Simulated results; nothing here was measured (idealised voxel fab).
Process module name: voxel transistor to metal
Each square cell in cross-section cut measures 5 nm, and the section as a whole is 185 nm wide.
We lay out every cross-section as a grid of square cells and spell it out in bands from the top down, where one band means one or more rows of cells. For a band, the entry starts with two heights in nm, that of the top and then that of the bottom, and carries on with the band's materials in order from left to right, each alongside its width in nm; the word "edge to edge" beside a single material means it fills the band edge to edge, and "air" means empty space. Heads up on the height convention: 0 is the point under which the incoming wafer is all one material, and the lowest band has no bottom, it just keeps going down, like "0 -> down". Note: "30..40" means the width goes from the first number (top row of the band) to the second number (bottom row) in equal steps per row of cells. What does "no modification" mean for a step? It means no cell of the cross-section changed in that step. So "Enclosed voids" is basically the list of trapped voids: any empty space of 8 cells or more that can't reach the top through an opening. They're written width x height at distance, the distance being from the left edge, and it's all nm. Post-settings text on a step line: simulator's own remark regarding the step. A step line may carry the setting "overlay nm", which, for steps involving a mask, states the distance by which the mask lay to the right of its intended position; negative values denote displacement to the left.

**So here's the lineup of process steps we planned**
- 1: RECEIVE,material Si
- 2: OXIDIZE,depth nm 5
- 3: CONFORMAL_DEP,material SiN,thk nm 10
- 4: MASKED_ETCH,tone cover,mask id ACTIVE,width nm 115,etch materials SiN,depth nm 10,overlay nm 0
- 5: MASKED_ETCH,tone cover,mask id ACTIVE,width nm 115,etch materials SiO2,depth nm 5,overlay nm 0
- 6: MASKED_ETCH,tone cover,mask id ACTIVE,width nm 115,etch materials Si,depth nm 35,overlay nm 0
- 7: OXIDIZE,depth nm 5
- 8: FILL_DEP,material SiO2,thk nm 10
- 9: CMP,height nm 10
- 10: SELECTIVE_ETCH,etch materials SiO2,depth nm 10
- 11: STRIP,etch materials SiN
- 12: SELECTIVE_ETCH,etch materials SiO2,depth nm 5
- 13: OXIDIZE,depth nm 5
- 14: DIRECTIONAL_DEP,material polySi,thk nm 25
- 15: DIRECTIONAL_DEP,material SiCN,thk nm 15
- 16: PATTERN,tone cover,mask id GATE,material resist,width nm 35,thk nm 20,overlay nm 0
- 17: DIRECTIONAL_ETCH,etch materials SiCN,depth nm 25
- 18: DIRECTIONAL_ETCH,etch materials polySi,depth nm 35
- 19: STRIP,etch materials resist
- 20: CONFORMAL_DEP,material SiN,thk nm 10
- 21: DIRECTIONAL_ETCH,etch materials SiN,depth nm 10
- 22: DIRECTIONAL_ETCH,etch materials SiO2,depth nm 5
- 23: DIRECTIONAL_ETCH,etch materials Si,depth nm 15
- 24: EPI,material pSi,thk nm 15
- 25: FILL_DEP,material SiO2,thk nm 10
- 26: CMP,height nm 20
- 27: STRIP,etch materials polySi
- 28: SELECTIVE_ETCH,etch materials SiO2,depth nm 5
- 29: CONFORMAL_DEP,material HfO2,thk nm 5
- 30: CONFORMAL_DEP,material TiN,thk nm 5
- 31: FILL_DEP,material W,thk nm 10
- 32: CMP,height nm 15
- 33: DIRECTIONAL_DEP,material SiO2,thk nm 10
- 34: PATTERN,tone open,mask id CONTACT,material resist,width nm 15,pitch nm 80,thk nm 20,overlay nm 0
- 35: DIRECTIONAL_ETCH,etch materials SiO2,depth nm 35
- 36: STRIP,etch materials resist
- 37: CONFORMAL_DEP,material TiN,thk nm 5
- 38: FILL_DEP,material W,thk nm 5
- 39: CMP,height nm 25
- 40: CONFORMAL_DEP,material SiN,thk nm 5
- 41: DIRECTIONAL_DEP,material SiO2,thk nm 15
- 42: MASKED_ETCH,tone open,mask id METAL_1,width nm 15,pitch nm 80,etch materials SiO2,depth nm 15,overlay nm 0
- 43: MASKED_ETCH,tone open,mask id METAL_1,width nm 15,pitch nm 80,etch materials SiN,depth nm 5,overlay nm 0
- 44: CONFORMAL_DEP,material TiN,thk nm 5
- 45: FILL_DEP,material Cu,thk nm 10
- 46: CMP,height nm 45
- 47: CONFORMAL_DEP,material SiCN,thk nm 5
- 48: DIRECTIONAL_DEP,material SiO2,thk nm 30
- 49: MASKED_ETCH,tone open,mask id METAL_2,width nm 15,pitch nm 80,etch materials SiO2,depth nm 20,overlay nm 0
- 50: PATTERN,tone open,mask id METAL_2_HOLES,material resist,width nm 15,pitch nm 80,thk nm 20,overlay nm 0
- 51: DIRECTIONAL_ETCH,etch materials SiO2,depth nm 10
- 52: DIRECTIONAL_ETCH,etch materials SiCN,depth nm 5
- 53: STRIP,etch materials resist
- 54: CONFORMAL_DEP,material TiN,thk nm 5
- 55: FILL_DEP,material Cu,thk nm 10
- 56: CMP,height nm 80
- 57: CONFORMAL_DEP,material SiN,thk nm 5

**The first of the two wafers, which ran as planned**

**Cross-section of the wafer at receipt, which is the condition after step 1**
    0 -> down | Si edge to edge
    Enclosed voids: none

**The wafer in cross-section once step 2 is complete**
    0 -> -5 | SiO2 edge to edge
    Below -5, no change.

**The wafer in cross-section once step 3 is complete**
    10 -> 0 | SiN edge to edge
    Below 0, no change.

**The wafer in cross-section once step 4 is complete**
    10 -> 0 | air: 35 | SiN: 115 | air: 35
    Below 0, no change.

**The wafer in cross-section once step 5 is complete**
    10 -> 0 | air: 35 | SiN: 115 | air: 35
    0 -> -5 | air: 35 | SiO2: 115 | air: 35
    Below -5, no change.

**The wafer in cross-section once step 6 is complete**
    10 -> 0 | air: 35 | SiN: 115 | air: 35
    0 -> -5 | air: 35 | SiO2: 115 | air: 35
    -5 -> -40 | air: 35 | Si: 115 | air: 35
    Below -40, no change.

**The wafer in cross-section once step 7 is complete**
    10 -> 0 | air: 35 | SiN: 115 | air: 35
    0 -> -5 | air: 35 | SiO2: 115 | air: 35
    -5 -> -40 | air: 35 | SiO2: 5 | Si: 105 | SiO2: 5 | air: 35
    -40 -> -45 | SiO2: 40 | Si: 105 | SiO2: 40
    Below -45, no change.

**The wafer in cross-section once step 8 is complete**
    20 -> 10 | SiO2 edge to edge
    10 -> 0 | SiO2: 35 | SiN: 115 | SiO2: 35
    0 -> -5 | SiO2 edge to edge
    -5 -> -45 | SiO2: 40 | Si: 105 | SiO2: 40
    Below -45, no change.

**The wafer in cross-section once step 9 is complete**
    10 -> 0 | SiO2: 35 | SiN: 115 | SiO2: 35
    Below 0, no change.

**The wafer in cross-section once step 10 is complete**
    10 -> 0 | air: 35 | SiN: 115 | air: 35
    Below 0, no change.

**The wafer in cross-section once step 11 is complete**
    0 -> -5 | SiO2 edge to edge
    Below -5, no change.

**The wafer in cross-section once step 12 is complete**
    -5 -> -45 | SiO2: 40 | Si: 105 | SiO2: 40
    Below -45, no change.

**The wafer in cross-section once step 13 is complete**
    -5 -> -10 | SiO2 edge to edge
    Below -10, no change.

**The wafer in cross-section once step 14 is complete**
    20 -> -5 | polySi edge to edge
    Below -5, no change.

**The wafer in cross-section once step 15 is complete**
    35 -> 20 | SiCN edge to edge
    Below 20, no change.

**The wafer in cross-section once step 16 is complete**
    55 -> 35 | air: 75 | resist: 35 | air: 75
    Below 35, no change.

**The wafer in cross-section once step 17 is complete**
    55 -> 35 | air: 75 | resist: 35 | air: 75
    35 -> 20 | air: 75 | SiCN: 35 | air: 75
    Below 20, no change.

**The wafer in cross-section once step 18 is complete**
    55 -> 35 | air: 75 | resist: 35 | air: 75
    35 -> 20 | air: 75 | SiCN: 35 | air: 75
    20 -> -5 | air: 75 | polySi: 35 | air: 75
    Below -5, no change.

**The wafer in cross-section once step 19 is complete**
    35 -> 20 | air: 75 | SiCN: 35 | air: 75
    Below 20, no change.

**The wafer in cross-section once step 20 is complete**
    45 -> 35 | air: 65 | SiN: 55 | air: 65
    35 -> 20 | air: 65 | SiN: 10 | SiCN: 35 | SiN: 10 | air: 65
    20 -> 5 | air: 65 | SiN: 10 | polySi: 35 | SiN: 10 | air: 65
    5 -> -5 | SiN: 75 | polySi: 35 | SiN: 75
    Below -5, no change.

**The wafer in cross-section once step 21 is complete**
    35 -> 20 | air: 65 | SiN: 10 | SiCN: 35 | SiN: 10 | air: 65
    20 -> -5 | air: 65 | SiN: 10 | polySi: 35 | SiN: 10 | air: 65
    Below -5, no change.

**The wafer in cross-section once step 22 is complete**
    35 -> 20 | air: 65 | SiN: 10 | SiCN: 35 | SiN: 10 | air: 65
    20 -> -5 | air: 65 | SiN: 10 | polySi: 35 | SiN: 10 | air: 65
    -5 -> -10 | air: 65 | SiO2: 55 | air: 65
    Below -10, no change.

**The wafer in cross-section once step 23 is complete**
    35 -> 20 | air: 65 | SiN: 10 | SiCN: 35 | SiN: 10 | air: 65
    20 -> -5 | air: 65 | SiN: 10 | polySi: 35 | SiN: 10 | air: 65
    -5 -> -10 | air: 65 | SiO2: 55 | air: 65
    -10 -> -25 | SiO2: 40 | air: 25 | Si: 55 | air: 25 | SiO2: 40
    Below -25, no change.

**The wafer in cross-section once step 24 is complete**
    35 -> 20 | air: 65 | SiN: 10 | SiCN: 35 | SiN: 10 | air: 65
    20 -> 5 | air: 65 | SiN: 10 | polySi: 35 | SiN: 10 | air: 65
    5 -> -5 | air: 50 | pSi: 15 | SiN: 10 | polySi: 35 | SiN: 10 | pSi: 15 | air: 50
    -5 -> -10 | air: 50 | pSi: 15 | SiO2: 55 | pSi: 15 | air: 50
    -10 -> -25 | SiO2: 40 | pSi: 25 | Si: 55 | pSi: 25 | SiO2: 40
    Below -25, no change.

**The wafer in cross-section once step 25 is complete**
    45 -> 35 | SiO2 edge to edge
    35 -> 20 | SiO2: 65 | SiN: 10 | SiCN: 35 | SiN: 10 | SiO2: 65
    20 -> 5 | SiO2: 65 | SiN: 10 | polySi: 35 | SiN: 10 | SiO2: 65
    5 -> -5 | SiO2: 50 | pSi: 15 | SiN: 10 | polySi: 35 | SiN: 10 | pSi: 15 | SiO2: 50
    -5 -> -10 | SiO2: 50 | pSi: 15 | SiO2: 55 | pSi: 15 | SiO2: 50
    Below -10, no change.

**The wafer in cross-section once step 26 is complete**
    20 -> 5 | SiO2: 65 | SiN: 10 | polySi: 35 | SiN: 10 | SiO2: 65
    Below 5, no change.

**The wafer in cross-section once step 27 is complete**
    20 -> 5 | SiO2: 65 | SiN: 10 | air: 35 | SiN: 10 | SiO2: 65
    5 -> -5 | SiO2: 50 | pSi: 15 | SiN: 10 | air: 35 | SiN: 10 | pSi: 15 | SiO2: 50
    Below -5, no change.

**The wafer in cross-section once step 28 is complete**
    20 -> 15 | air: 65 | SiN: 10 | air: 35 | SiN: 10 | air: 65
    15 -> 5 | SiO2: 65 | SiN: 10 | air: 35 | SiN: 10 | SiO2: 65
    5 -> -5 | SiO2: 50 | pSi: 15 | SiN: 10 | air: 35 | SiN: 10 | pSi: 15 | SiO2: 50
    -5 -> -10 | SiO2: 50 | pSi: 15 | SiO2: 5 | air: 45 | SiO2: 5 | pSi: 15 | SiO2: 50
    Below -10, no change.

**The wafer in cross-section once step 29 is complete**
    25 -> 20 | air: 60 | HfO2: 20 | air: 25 | HfO2: 20 | air: 60
    20 -> 15 | HfO2: 65 | SiN: 10 | HfO2: 5 | air: 25 | HfO2: 5 | SiN: 10 | HfO2: 65
    15 -> 5 | SiO2: 65 | SiN: 10 | HfO2: 5 | air: 25 | HfO2: 5 | SiN: 10 | SiO2: 65
    5 -> -5 | SiO2: 50 | pSi: 15 | SiN: 10 | HfO2: 5 | air: 25 | HfO2: 5 | SiN: 10 | pSi: 15 | SiO2: 50
    -5 -> -10 | SiO2: 50 | pSi: 15 | SiO2: 5 | HfO2: 45 | SiO2: 5 | pSi: 15 | SiO2: 50
    Below -10, no change.

**The wafer in cross-section once step 30 is complete**
    30 -> 25 | air: 55 | TiN: 30 | air: 15 | TiN: 30 | air: 55
    25 -> 20 | TiN: 60 | HfO2: 20 | TiN: 5 | air: 15 | TiN: 5 | HfO2: 20 | TiN: 60
    20 -> 15 | HfO2: 65 | SiN: 10 | HfO2: 5 | TiN: 5 | air: 15 | TiN: 5 | HfO2: 5 | SiN: 10 | HfO2: 65
    15 -> 5 | SiO2: 65 | SiN: 10 | HfO2: 5 | TiN: 5 | air: 15 | TiN: 5 | HfO2: 5 | SiN: 10 | SiO2: 65
    5 -> 0 | SiO2: 50 | pSi: 15 | SiN: 10 | HfO2: 5 | TiN: 5 | air: 15 | TiN: 5 | HfO2: 5 | SiN: 10 | pSi: 15 | SiO2: 50
    0 -> -5 | SiO2: 50 | pSi: 15 | SiN: 10 | HfO2: 5 | TiN: 25 | HfO2: 5 | SiN: 10 | pSi: 15 | SiO2: 50
    Below -5, no change.

**The wafer in cross-section once step 31 is complete**
    40 -> 30 | W edge to edge
    30 -> 25 | W: 55 | TiN: 30 | W: 15 | TiN: 30 | W: 55
    25 -> 20 | TiN: 60 | HfO2: 20 | TiN: 5 | W: 15 | TiN: 5 | HfO2: 20 | TiN: 60
    20 -> 15 | HfO2: 65 | SiN: 10 | HfO2: 5 | TiN: 5 | W: 15 | TiN: 5 | HfO2: 5 | SiN: 10 | HfO2: 65
    15 -> 5 | SiO2: 65 | SiN: 10 | HfO2: 5 | TiN: 5 | W: 15 | TiN: 5 | HfO2: 5 | SiN: 10 | SiO2: 65
    5 -> 0 | SiO2: 50 | pSi: 15 | SiN: 10 | HfO2: 5 | TiN: 5 | W: 15 | TiN: 5 | HfO2: 5 | SiN: 10 | pSi: 15 | SiO2: 50
    Below 0, no change.

**The wafer in cross-section once step 32 is complete**
    15 -> 5 | SiO2: 65 | SiN: 10 | HfO2: 5 | TiN: 5 | W: 15 | TiN: 5 | HfO2: 5 | SiN: 10 | SiO2: 65
    Below 5, no change.

**The wafer in cross-section once step 33 is complete**
    25 -> 15 | SiO2 edge to edge
    Below 15, no change.

**The wafer in cross-section once step 34 is complete**
    45 -> 25 | resist: 45 | air: 15 | resist: 65 | air: 15 | resist: 45
    Below 25, no change.

**The wafer in cross-section once step 35 is complete**
    45 -> 25 | resist: 45 | air: 15 | resist: 65 | air: 15 | resist: 45
    25 -> 15 | SiO2: 45 | air: 15 | SiO2: 65 | air: 15 | SiO2: 45
    15 -> 5 | SiO2: 45 | air: 15 | SiO2: 5 | SiN: 10 | HfO2: 5 | TiN: 5 | W: 15 | TiN: 5 | HfO2: 5 | SiN: 10 | SiO2: 5 | air: 15 | SiO2: 45
    5 -> 0 | SiO2: 45 | air: 5 | pSi: 15 | SiN: 10 | HfO2: 5 | TiN: 5 | W: 15 | TiN: 5 | HfO2: 5 | SiN: 10 | pSi: 15 | air: 5 | SiO2: 45
    0 -> -5 | SiO2: 45 | air: 5 | pSi: 15 | SiN: 10 | HfO2: 5 | TiN: 25 | HfO2: 5 | SiN: 10 | pSi: 15 | air: 5 | SiO2: 45
    -5 -> -10 | SiO2: 45 | air: 5 | pSi: 15 | SiO2: 5 | HfO2: 45 | SiO2: 5 | pSi: 15 | air: 5 | SiO2: 45
    Below -10, no change.

**The wafer in cross-section once step 36 is complete**
    25 -> 15 | SiO2: 45 | air: 15 | SiO2: 65 | air: 15 | SiO2: 45
    Below 15, no change.

**The wafer in cross-section once step 37 is complete**
    30 -> 25 | TiN: 50 | air: 5 | TiN: 75 | air: 5 | TiN: 50
    25 -> 15 | SiO2: 45 | TiN: 5 | air: 5 | TiN: 5 | SiO2: 65 | TiN: 5 | air: 5 | TiN: 5 | SiO2: 45
    15 -> 10 | SiO2: 45 | TiN: 5 | air: 5 | TiN: 5 | SiO2: 5 | SiN: 10 | HfO2: 5 | TiN: 5 | W: 15 | TiN: 5 | HfO2: 5 | SiN: 10 | SiO2: 5 | TiN: 5 | air: 5 | TiN: 5 | SiO2: 45
    10 -> 5 | SiO2: 45 | TiN: 15 | SiO2: 5 | SiN: 10 | HfO2: 5 | TiN: 5 | W: 15 | TiN: 5 | HfO2: 5 | SiN: 10 | SiO2: 5 | TiN: 15 | SiO2: 45
    5 -> 0 | SiO2: 45 | TiN: 5 | pSi: 15 | SiN: 10 | HfO2: 5 | TiN: 5 | W: 15 | TiN: 5 | HfO2: 5 | SiN: 10 | pSi: 15 | TiN: 5 | SiO2: 45
    0 -> -5 | SiO2: 45 | TiN: 5 | pSi: 15 | SiN: 10 | HfO2: 5 | TiN: 25 | HfO2: 5 | SiN: 10 | pSi: 15 | TiN: 5 | SiO2: 45
    -5 -> -10 | SiO2: 45 | TiN: 5 | pSi: 15 | SiO2: 5 | HfO2: 45 | SiO2: 5 | pSi: 15 | TiN: 5 | SiO2: 45
    Below -10, no change.

**The wafer in cross-section once step 38 is complete**
    35 -> 30 | W edge to edge
    30 -> 25 | TiN: 50 | W: 5 | TiN: 75 | W: 5 | TiN: 50
    25 -> 15 | SiO2: 45 | TiN: 5 | W: 5 | TiN: 5 | SiO2: 65 | TiN: 5 | W: 5 | TiN: 5 | SiO2: 45
    15 -> 10 | SiO2: 45 | TiN: 5 | W: 5 | TiN: 5 | SiO2: 5 | SiN: 10 | HfO2: 5 | TiN: 5 | W: 15 | TiN: 5 | HfO2: 5 | SiN: 10 | SiO2: 5 | TiN: 5 | W: 5 | TiN: 5 | SiO2: 45
    Below 10, no change.

**The wafer in cross-section once step 39 is complete**
    25 -> 15 | SiO2: 45 | TiN: 5 | W: 5 | TiN: 5 | SiO2: 65 | TiN: 5 | W: 5 | TiN: 5 | SiO2: 45
    Below 15, no change.

**The wafer in cross-section once step 40 is complete**
    30 -> 25 | SiN edge to edge
    Below 25, no change.

**The wafer in cross-section once step 41 is complete**
    45 -> 30 | SiO2 edge to edge
    Below 30, no change.

**The wafer in cross-section once step 42 is complete**
    45 -> 30 | SiO2: 45 | air: 15 | SiO2: 65 | air: 15 | SiO2: 45
    Below 30, no change.

**The wafer in cross-section once step 43 is complete**
    45 -> 30 | SiO2: 45 | air: 15 | SiO2: 65 | air: 15 | SiO2: 45
    30 -> 25 | SiN: 45 | air: 15 | SiN: 65 | air: 15 | SiN: 45
    Below 25, no change.

**The wafer in cross-section once step 44 is complete**
    50 -> 45 | TiN: 50 | air: 5 | TiN: 75 | air: 5 | TiN: 50
    45 -> 30 | SiO2: 45 | TiN: 5 | air: 5 | TiN: 5 | SiO2: 65 | TiN: 5 | air: 5 | TiN: 5 | SiO2: 45
    30 -> 25 | SiN: 45 | TiN: 15 | SiN: 65 | TiN: 15 | SiN: 45
    Below 25, no change.

**The wafer in cross-section once step 45 is complete**
    60 -> 50 | Cu edge to edge
    50 -> 45 | TiN: 50 | Cu: 5 | TiN: 75 | Cu: 5 | TiN: 50
    45 -> 30 | SiO2: 45 | TiN: 5 | Cu: 5 | TiN: 5 | SiO2: 65 | TiN: 5 | Cu: 5 | TiN: 5 | SiO2: 45
    Below 30, no change.

**The wafer in cross-section once step 46 is complete**
    45 -> 30 | SiO2: 45 | TiN: 5 | Cu: 5 | TiN: 5 | SiO2: 65 | TiN: 5 | Cu: 5 | TiN: 5 | SiO2: 45
    Below 30, no change.

**The wafer in cross-section once step 47 is complete**
    50 -> 45 | SiCN edge to edge
    Below 45, no change.

**The wafer in cross-section once step 48 is complete**
    80 -> 50 | SiO2 edge to edge
    Below 50, no change.

**The wafer in cross-section once step 49 is complete**
    80 -> 60 | SiO2: 45 | air: 15 | SiO2: 65 | air: 15 | SiO2: 45
    Below 60, no change.

**The wafer in cross-section once step 50 is complete**
    100 -> 80 | resist: 45 | air: 15 | resist: 65 | air: 15 | resist: 45
    Below 80, no change.

**The wafer in cross-section once step 51 is complete**
    100 -> 80 | resist: 45 | air: 15 | resist: 65 | air: 15 | resist: 45
    80 -> 50 | SiO2: 45 | air: 15 | SiO2: 65 | air: 15 | SiO2: 45
    Below 50, no change.

**The wafer in cross-section once step 52 is complete**
    100 -> 80 | resist: 45 | air: 15 | resist: 65 | air: 15 | resist: 45
    80 -> 50 | SiO2: 45 | air: 15 | SiO2: 65 | air: 15 | SiO2: 45
    50 -> 45 | SiCN: 45 | air: 15 | SiCN: 65 | air: 15 | SiCN: 45
    Below 45, no change.

**The wafer in cross-section once step 53 is complete**
    80 -> 50 | SiO2: 45 | air: 15 | SiO2: 65 | air: 15 | SiO2: 45
    Below 50, no change.

**The wafer in cross-section once step 54 is complete**
    85 -> 80 | TiN: 50 | air: 5 | TiN: 75 | air: 5 | TiN: 50
    80 -> 50 | SiO2: 45 | TiN: 5 | air: 5 | TiN: 5 | SiO2: 65 | TiN: 5 | air: 5 | TiN: 5 | SiO2: 45
    50 -> 45 | SiCN: 45 | TiN: 15 | SiCN: 65 | TiN: 15 | SiCN: 45
    Below 45, no change.

**The wafer in cross-section once step 55 is complete**
    95 -> 85 | Cu edge to edge
    85 -> 80 | TiN: 50 | Cu: 5 | TiN: 75 | Cu: 5 | TiN: 50
    80 -> 50 | SiO2: 45 | TiN: 5 | Cu: 5 | TiN: 5 | SiO2: 65 | TiN: 5 | Cu: 5 | TiN: 5 | SiO2: 45
    Below 50, no change.

**The wafer in cross-section once step 56 is complete**
    80 -> 50 | SiO2: 45 | TiN: 5 | Cu: 5 | TiN: 5 | SiO2: 65 | TiN: 5 | Cu: 5 | TiN: 5 | SiO2: 45
    Below 50, no change.

**The wafer in cross-section once step 57 is complete**
    85 -> 80 | SiN edge to edge
    Below 80, no change.

**Second wafer: same start and same plan as the first, one execution error; identical to the first through step 33**

**Second wafer, section view, time point: scheduled end of step 34**
    45 -> 25 | air: 45 | resist: 15 | air: 65 | resist: 15 | air: 45
    Below 25, no change.

**Second wafer, section view, time point: scheduled end of step 35**
    45 -> 25 | air: 45 | resist: 15 | air: 65 | resist: 15 | air: 45
    25 -> 15 | air: 45 | SiO2: 15 | air: 65 | SiO2: 15 | air: 45
    15 -> 5 | air: 45 | SiO2: 15 | air: 5 | SiN: 10 | HfO2: 5 | TiN: 5 | W: 15 | TiN: 5 | HfO2: 5 | SiN: 10 | air: 5 | SiO2: 15 | air: 45
    5 -> 0 | air: 45 | SiO2: 5 | pSi: 15 | SiN: 10 | HfO2: 5 | TiN: 5 | W: 15 | TiN: 5 | HfO2: 5 | SiN: 10 | pSi: 15 | SiO2: 5 | air: 45
    0 -> -5 | air: 45 | SiO2: 5 | pSi: 15 | SiN: 10 | HfO2: 5 | TiN: 25 | HfO2: 5 | SiN: 10 | pSi: 15 | SiO2: 5 | air: 45
    -5 -> -10 | air: 45 | SiO2: 5 | pSi: 15 | SiO2: 5 | HfO2: 45 | SiO2: 5 | pSi: 15 | SiO2: 5 | air: 45
    Below -10, no change.

**Second wafer, section view, time point: scheduled end of step 36**
    25 -> 15 | air: 45 | SiO2: 15 | air: 65 | SiO2: 15 | air: 45
    Below 15, no change.

**Second wafer, section view, time point: scheduled end of step 37**
    30 -> 25 | air: 40 | TiN: 25 | air: 55 | TiN: 25 | air: 40
    25 -> 20 | air: 40 | TiN: 5 | SiO2: 15 | TiN: 5 | air: 55 | TiN: 5 | SiO2: 15 | TiN: 5 | air: 40
    20 -> 15 | air: 40 | TiN: 5 | SiO2: 15 | TiN: 65 | SiO2: 15 | TiN: 5 | air: 40
    15 -> 5 | air: 40 | TiN: 5 | SiO2: 15 | TiN: 5 | SiN: 10 | HfO2: 5 | TiN: 5 | W: 15 | TiN: 5 | HfO2: 5 | SiN: 10 | TiN: 5 | SiO2: 15 | TiN: 5 | air: 40
    5 -> 0 | air: 40 | TiN: 5 | SiO2: 5 | pSi: 15 | SiN: 10 | HfO2: 5 | TiN: 5 | W: 15 | TiN: 5 | HfO2: 5 | SiN: 10 | pSi: 15 | SiO2: 5 | TiN: 5 | air: 40
    0 -> -5 | air: 40 | TiN: 5 | SiO2: 5 | pSi: 15 | SiN: 10 | HfO2: 5 | TiN: 25 | HfO2: 5 | SiN: 10 | pSi: 15 | SiO2: 5 | TiN: 5 | air: 40
    -5 -> -10 | TiN: 45 | SiO2: 5 | pSi: 15 | SiO2: 5 | HfO2: 45 | SiO2: 5 | pSi: 15 | SiO2: 5 | TiN: 45
    Below -10, no change.

**Second wafer, section view, time point: scheduled end of step 38**
    35 -> 30 | W edge to edge
    30 -> 25 | W: 40 | TiN: 25 | W: 55 | TiN: 25 | W: 40
    25 -> 20 | W: 40 | TiN: 5 | SiO2: 15 | TiN: 5 | W: 55 | TiN: 5 | SiO2: 15 | TiN: 5 | W: 40
    20 -> 15 | W: 40 | TiN: 5 | SiO2: 15 | TiN: 65 | SiO2: 15 | TiN: 5 | W: 40
    15 -> 5 | W: 40 | TiN: 5 | SiO2: 15 | TiN: 5 | SiN: 10 | HfO2: 5 | TiN: 5 | W: 15 | TiN: 5 | HfO2: 5 | SiN: 10 | TiN: 5 | SiO2: 15 | TiN: 5 | W: 40
    5 -> 0 | W: 40 | TiN: 5 | SiO2: 5 | pSi: 15 | SiN: 10 | HfO2: 5 | TiN: 5 | W: 15 | TiN: 5 | HfO2: 5 | SiN: 10 | pSi: 15 | SiO2: 5 | TiN: 5 | W: 40
    0 -> -5 | W: 40 | TiN: 5 | SiO2: 5 | pSi: 15 | SiN: 10 | HfO2: 5 | TiN: 25 | HfO2: 5 | SiN: 10 | pSi: 15 | SiO2: 5 | TiN: 5 | W: 40
    Below -5, no change.

**Second wafer, section view, time point: scheduled end of step 39**
    25 -> 20 | W: 40 | TiN: 5 | SiO2: 15 | TiN: 5 | W: 55 | TiN: 5 | SiO2: 15 | TiN: 5 | W: 40
    Below 20, no change.

**Second wafer, section view, time point: scheduled end of step 40**
    30 -> 25 | SiN edge to edge
    Below 25, no change.

**Second wafer, section view, time point: scheduled end of step 41**
    45 -> 30 | SiO2 edge to edge
    Below 30, no change.

**Second wafer, section view, time point: scheduled end of step 42**
    45 -> 30 | SiO2: 45 | air: 15 | SiO2: 65 | air: 15 | SiO2: 45
    Below 30, no change.

**Second wafer, section view, time point: scheduled end of step 43**
    45 -> 30 | SiO2: 45 | air: 15 | SiO2: 65 | air: 15 | SiO2: 45
    30 -> 25 | SiN: 45 | air: 15 | SiN: 65 | air: 15 | SiN: 45
    Below 25, no change.

**Second wafer, section view, time point: scheduled end of step 44**
    50 -> 45 | TiN: 50 | air: 5 | TiN: 75 | air: 5 | TiN: 50
    45 -> 30 | SiO2: 45 | TiN: 5 | air: 5 | TiN: 5 | SiO2: 65 | TiN: 5 | air: 5 | TiN: 5 | SiO2: 45
    30 -> 25 | SiN: 45 | TiN: 15 | SiN: 65 | TiN: 15 | SiN: 45
    Below 25, no change.

**Second wafer, section view, time point: scheduled end of step 45**
    60 -> 50 | Cu edge to edge
    50 -> 45 | TiN: 50 | Cu: 5 | TiN: 75 | Cu: 5 | TiN: 50
    45 -> 30 | SiO2: 45 | TiN: 5 | Cu: 5 | TiN: 5 | SiO2: 65 | TiN: 5 | Cu: 5 | TiN: 5 | SiO2: 45
    Below 30, no change.

**Second wafer, section view, time point: scheduled end of step 46**
    45 -> 30 | SiO2: 45 | TiN: 5 | Cu: 5 | TiN: 5 | SiO2: 65 | TiN: 5 | Cu: 5 | TiN: 5 | SiO2: 45
    Below 30, no change.

**Second wafer, section view, time point: scheduled end of step 47**
    50 -> 45 | SiCN edge to edge
    Below 45, no change.

**Second wafer, section view, time point: scheduled end of step 48**
    80 -> 50 | SiO2 edge to edge
    Below 50, no change.

**Second wafer, section view, time point: scheduled end of step 49**
    80 -> 60 | SiO2: 45 | air: 15 | SiO2: 65 | air: 15 | SiO2: 45
    Below 60, no change.

**Second wafer, section view, time point: scheduled end of step 50**
    100 -> 80 | resist: 45 | air: 15 | resist: 65 | air: 15 | resist: 45
    Below 80, no change.

**Second wafer, section view, time point: scheduled end of step 51**
    100 -> 80 | resist: 45 | air: 15 | resist: 65 | air: 15 | resist: 45
    80 -> 50 | SiO2: 45 | air: 15 | SiO2: 65 | air: 15 | SiO2: 45
    Below 50, no change.

**Second wafer, section view, time point: scheduled end of step 52**
    100 -> 80 | resist: 45 | air: 15 | resist: 65 | air: 15 | resist: 45
    80 -> 50 | SiO2: 45 | air: 15 | SiO2: 65 | air: 15 | SiO2: 45
    50 -> 45 | SiCN: 45 | air: 15 | SiCN: 65 | air: 15 | SiCN: 45
    Below 45, no change.

**Second wafer, section view, time point: scheduled end of step 53**
    80 -> 50 | SiO2: 45 | air: 15 | SiO2: 65 | air: 15 | SiO2: 45
    Below 50, no change.

**Second wafer, section view, time point: scheduled end of step 54**
    85 -> 80 | TiN: 50 | air: 5 | TiN: 75 | air: 5 | TiN: 50
    80 -> 50 | SiO2: 45 | TiN: 5 | air: 5 | TiN: 5 | SiO2: 65 | TiN: 5 | air: 5 | TiN: 5 | SiO2: 45
    50 -> 45 | SiCN: 45 | TiN: 15 | SiCN: 65 | TiN: 15 | SiCN: 45
    Below 45, no change.

**Second wafer, section view, time point: scheduled end of step 55**
    95 -> 85 | Cu edge to edge
    85 -> 80 | TiN: 50 | Cu: 5 | TiN: 75 | Cu: 5 | TiN: 50
    80 -> 50 | SiO2: 45 | TiN: 5 | Cu: 5 | TiN: 5 | SiO2: 65 | TiN: 5 | Cu: 5 | TiN: 5 | SiO2: 45
    Below 50, no change.

**Second wafer, section view, time point: scheduled end of step 56**
    80 -> 50 | SiO2: 45 | TiN: 5 | Cu: 5 | TiN: 5 | SiO2: 65 | TiN: 5 | Cu: 5 | TiN: 5 | SiO2: 45
    Below 50, no change.

**Second wafer, section view, time point: scheduled end of step 57**
    85 -> 80 | SiN edge to edge
    Below 80, no change.
Run error: step 34 did not use the planned setting and instead ran as PATTERN,tone cover,mask id CONTACT,material resist,width nm 15,pitch nm 80,thk nm 20,overlay nm 0
FYI, end of process, the second wafer has more or fewer cells of some materials than the first: SiO2 -126, TiN +25, W +101
